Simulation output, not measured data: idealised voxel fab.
process module | voxel self aligned vias
cross-section cut | 215 nm wide | cells 5 nm
A cross-section is a grid of square cells, given in bands from the top down. A band is one or more rows of cells.
Each band's line starts with the height of the band's top and of its bottom, in nm. Then come its materials from left to right, each with its width in nm. One material with "throughout" fills the band from edge to edge. "air" is empty space.
Height 0 is the level under which the wafer as received is all one material. The lowest band goes on downwards, as in "0 down".
A width such as "30 to 40" changes by the same amount from each row of cells to the next, from the band's top row to its bottom row.
"no change" after a step means that no cell of the cross-section changed.
closed voids: empty space of 8 cells or more with no open way to the top, each as width x height at its distance from the left edge, in nm
after a step's settings: what the simulator itself notes on the step
overlay nm, on a step with a mask: how far to the right of its planned place the mask lay; to the left if negative
plan
1 op RECEIVE | material Si
2 op CONFORMAL_DEP | material SiO2 | thk nm 10
3 op CONFORMAL_DEP | material SiCN | thk nm 5
4 op DIRECTIONAL_DEP | material SiO2 | thk nm 20
5 op DIRECTIONAL_DEP | material aC | thk nm 15
6 op PATTERN | tone open | mask id LINES | material resist | width nm 20 | pitch nm 60 | thk nm 30 | overlay nm 0
7 op DIRECTIONAL_ETCH | etch materials aC | depth nm 15
8 op STRIP | etch materials resist
9 op DIRECTIONAL_ETCH | etch materials SiO2 | depth nm 20
10 op STRIP | etch materials aC
11 op CONFORMAL_DEP | material TiN | thk nm 5
12 op FILL_DEP | material W | thk nm 10
13 op CMP | height nm 35
14 op SELECTIVE_ETCH | etch materials W Ru TiN | depth nm 10
15 op FILL_DEP | material SiN | thk nm 10
16 op CMP | height nm 35
17 op DIRECTIONAL_DEP | material SiO2 | thk nm 15
18 op DIRECTIONAL_DEP | material aC | thk nm 10
19 op PATTERN | tone open | mask id VIAS | material resist | width nm 30 | thk nm 30 | overlay nm 0
20 op DIRECTIONAL_ETCH | etch materials aC | depth nm 10
21 op STRIP | etch materials resist
22 op DIRECTIONAL_ETCH | etch materials SiO2 | depth nm 15
23 op DIRECTIONAL_ETCH | etch materials SiN | depth nm 10
24 op STRIP | etch materials aC
25 op CONFORMAL_DEP | material TiN | thk nm 5
26 op FILL_DEP | material W | thk nm 5
27 op CMP | height nm 50
28 op CONFORMAL_DEP | material SiN | thk nm 5
first wafer, as planned
as received, after step 1
  0 down: Si throughout
  closed voids: none
after step 2
  10 to 0: SiO2 throughout
  below 0: unchanged
after step 3
  15 to 10: SiCN throughout
  below 10: unchanged
after step 4
  35 to 15: SiO2 throughout
  below 15: unchanged
after step 5
  50 to 35: aC throughout
  below 35: unchanged
after step 6
  80 to 50: resist 65 | air 20 | resist 40 | air 20 | resist 70
  below 50: unchanged
after step 7
  65 to 50: resist 65 | air 20 | resist 40 | air 20 | resist 70
  50 to 35: aC 65 | air 20 | aC 40 | air 20 | aC 70
  below 35: unchanged
after step 8
  50 to 35: aC 65 | air 20 | aC 40 | air 20 | aC 70
  below 35: unchanged
after step 9
  50 to 35: aC 65 | air 20 | aC 40 | air 20 | aC 70
  35 to 15: SiO2 65 | air 20 | SiO2 40 | air 20 | SiO2 70
  below 15: unchanged
after step 10
  35 to 15: SiO2 65 | air 20 | SiO2 40 | air 20 | SiO2 70
  below 15: unchanged
after step 11
  40 to 35: TiN 70 | air 10 | TiN 50 | air 10 | TiN 75
  35 to 20: SiO2 65 | TiN 5 | air 10 | TiN 5 | SiO2 40 | TiN 5 | air 10 | TiN 5 | SiO2 70
  20 to 15: SiO2 65 | TiN 20 | SiO2 40 | TiN 20 | SiO2 70
  below 15: unchanged
after step 12
  50 to 40: W throughout
  40 to 35: TiN 70 | W 10 | TiN 50 | W 10 | TiN 75
  35 to 20: SiO2 65 | TiN 5 | W 10 | TiN 5 | SiO2 40 | TiN 5 | W 10 | TiN 5 | SiO2 70
  below 20: unchanged
after step 13
  35 to 20: SiO2 65 | TiN 5 | W 10 | TiN 5 | SiO2 40 | TiN 5 | W 10 | TiN 5 | SiO2 70
  below 20: unchanged
after step 14
  35 to 25: SiO2 65 | air 20 | SiO2 40 | air 20 | SiO2 70
  below 25: unchanged
after step 15
  45 to 35: SiN throughout
  35 to 25: SiO2 65 | SiN 20 | SiO2 40 | SiN 20 | SiO2 70
  below 25: unchanged
after step 16
  35 to 25: SiO2 65 | SiN 20 | SiO2 40 | SiN 20 | SiO2 70
  below 25: unchanged
after step 17
  50 to 35: SiO2 throughout
  below 35: unchanged
after step 18
  60 to 50: aC throughout
  below 50: unchanged
after step 19
  90 to 60: resist 60 | air 30 | resist 125
  below 60: unchanged
after step 20
  80 to 60: resist 60 | air 30 | resist 125
  60 to 50: aC 60 | air 30 | aC 125
  below 50: unchanged
after step 21
  60 to 50: aC 60 | air 30 | aC 125
  below 50: unchanged
after step 22
  60 to 50: aC 60 | air 30 | aC 125
  50 to 35: SiO2 60 | air 30 | SiO2 125
  below 35: unchanged
after step 23
  60 to 50: aC 60 | air 30 | aC 125
  50 to 35: SiO2 60 | air 30 | SiO2 125
  35 to 25: SiO2 65 | air 20 | SiO2 40 | SiN 20 | SiO2 70
  below 25: unchanged
after step 24
  50 to 35: SiO2 60 | air 30 | SiO2 125
  below 35: unchanged
after step 25
  55 to 50: TiN 65 | air 20 | TiN 130
  50 to 40: SiO2 60 | TiN 5 | air 20 | TiN 5 | SiO2 125
  40 to 35: SiO2 60 | TiN 10 | air 10 | TiN 10 | SiO2 125
  35 to 30: SiO2 65 | TiN 5 | air 10 | TiN 5 | SiO2 40 | SiN 20 | SiO2 70
  30 to 25: SiO2 65 | TiN 20 | SiO2 40 | SiN 20 | SiO2 70
  below 25: unchanged
after step 26
  60 to 55: W throughout
  55 to 50: TiN 65 | W 20 | TiN 130
  50 to 40: SiO2 60 | TiN 5 | W 20 | TiN 5 | SiO2 125
  40 to 35: SiO2 60 | TiN 10 | W 10 | TiN 10 | SiO2 125
  35 to 30: SiO2 65 | TiN 5 | W 10 | TiN 5 | SiO2 40 | SiN 20 | SiO2 70
  below 30: unchanged
after step 27
  50 to 40: SiO2 60 | TiN 5 | W 20 | TiN 5 | SiO2 125
  below 40: unchanged
after step 28
  55 to 50: SiN throughout
  below 50: unchanged
second wafer: like start, like plan, one mistake. Through step 1 it matches the first wafer
when step 2 should have ended
  15 to 0: SiO2 throughout
  below 0: unchanged
when step 3 should have ended
  20 to 15: SiCN throughout
  below 15: unchanged
when step 4 should have ended
  40 to 20: SiO2 throughout
  below 20: unchanged
when step 5 should have ended
  55 to 40: aC throughout
  below 40: unchanged
when step 6 should have ended
  85 to 55: resist 65 | air 20 | resist 40 | air 20 | resist 70
  below 55: unchanged
when step 7 should have ended
  70 to 55: resist 65 | air 20 | resist 40 | air 20 | resist 70
  55 to 40: aC 65 | air 20 | aC 40 | air 20 | aC 70
  below 40: unchanged
when step 8 should have ended
  55 to 40: aC 65 | air 20 | aC 40 | air 20 | aC 70
  below 40: unchanged
when step 9 should have ended
  55 to 40: aC 65 | air 20 | aC 40 | air 20 | aC 70
  40 to 20: SiO2 65 | air 20 | SiO2 40 | air 20 | SiO2 70
  below 20: unchanged
when step 10 should have ended
  40 to 20: SiO2 65 | air 20 | SiO2 40 | air 20 | SiO2 70
  below 20: unchanged
when step 11 should have ended
  45 to 40: TiN 70 | air 10 | TiN 50 | air 10 | TiN 75
  40 to 25: SiO2 65 | TiN 5 | air 10 | TiN 5 | SiO2 40 | TiN 5 | air 10 | TiN 5 | SiO2 70
  25 to 20: SiO2 65 | TiN 20 | SiO2 40 | TiN 20 | SiO2 70
  below 20: unchanged
when step 12 should have ended
  55 to 45: W throughout
  45 to 40: TiN 70 | W 10 | TiN 50 | W 10 | TiN 75
  40 to 25: SiO2 65 | TiN 5 | W 10 | TiN 5 | SiO2 40 | TiN 5 | W 10 | TiN 5 | SiO2 70
  below 25: unchanged
when step 13 should have ended
  35 to 25: SiO2 65 | TiN 5 | W 10 | TiN 5 | SiO2 40 | TiN 5 | W 10 | TiN 5 | SiO2 70
  below 25: unchanged
when step 14 should have ended
  35 to 25: SiO2 65 | air 20 | SiO2 40 | air 20 | SiO2 70
  below 25: unchanged
when step 15 should have ended
  45 to 35: SiN throughout
  35 to 25: SiO2 65 | SiN 20 | SiO2 40 | SiN 20 | SiO2 70
  below 25: unchanged
when step 16 should have ended
  35 to 25: SiO2 65 | SiN 20 | SiO2 40 | SiN 20 | SiO2 70
  below 25: unchanged
when step 17 should have ended
  50 to 35: SiO2 throughout
  below 35: unchanged
when step 18 should have ended
  60 to 50: aC throughout
  below 50: unchanged
when step 19 should have ended
  90 to 60: resist 60 | air 30 | resist 125
  below 60: unchanged
when step 20 should have ended
  80 to 60: resist 60 | air 30 | resist 125
  60 to 50: aC 60 | air 30 | aC 125
  below 50: unchanged
when step 21 should have ended
  60 to 50: aC 60 | air 30 | aC 125
  below 50: unchanged
when step 22 should have ended
  60 to 50: aC 60 | air 30 | aC 125
  50 to 35: SiO2 60 | air 30 | SiO2 125
  below 35: unchanged
when step 23 should have ended
  60 to 50: aC 60 | air 30 | aC 125
  50 to 35: SiO2 60 | air 30 | SiO2 125
  35 to 25: SiO2 65 | air 20 | SiO2 40 | SiN 20 | SiO2 70
  below 25: unchanged
when step 24 should have ended
  50 to 35: SiO2 60 | air 30 | SiO2 125
  below 35: unchanged
when step 25 should have ended
  55 to 50: TiN 65 | air 20 | TiN 130
  50 to 40: SiO2 60 | TiN 5 | air 20 | TiN 5 | SiO2 125
  40 to 35: SiO2 60 | TiN 10 | air 10 | TiN 10 | SiO2 125
  35 to 30: SiO2 65 | TiN 5 | air 10 | TiN 5 | SiO2 40 | SiN 20 | SiO2 70
  30 to 25: SiO2 65 | TiN 20 | SiO2 40 | SiN 20 | SiO2 70
  below 25: unchanged
when step 26 should have ended
  60 to 55: W throughout
  55 to 50: TiN 65 | W 20 | TiN 130
  50 to 40: SiO2 60 | TiN 5 | W 20 | TiN 5 | SiO2 125
  40 to 35: SiO2 60 | TiN 10 | W 10 | TiN 10 | SiO2 125
  35 to 30: SiO2 65 | TiN 5 | W 10 | TiN 5 | SiO2 40 | SiN 20 | SiO2 70
  below 30: unchanged
when step 27 should have ended
  50 to 40: SiO2 60 | TiN 5 | W 20 | TiN 5 | SiO2 125
  below 40: unchanged
when step 28 should have ended
  55 to 50: SiN throughout
  below 50: unchanged
what went wrong: step 2 ran as: op CONFORMAL_DEP | material SiO2 | thk nm 15
at the end the second wafer has, in cells: 8 more of SiO2 | 4 fewer of TiN | 4 fewer of W
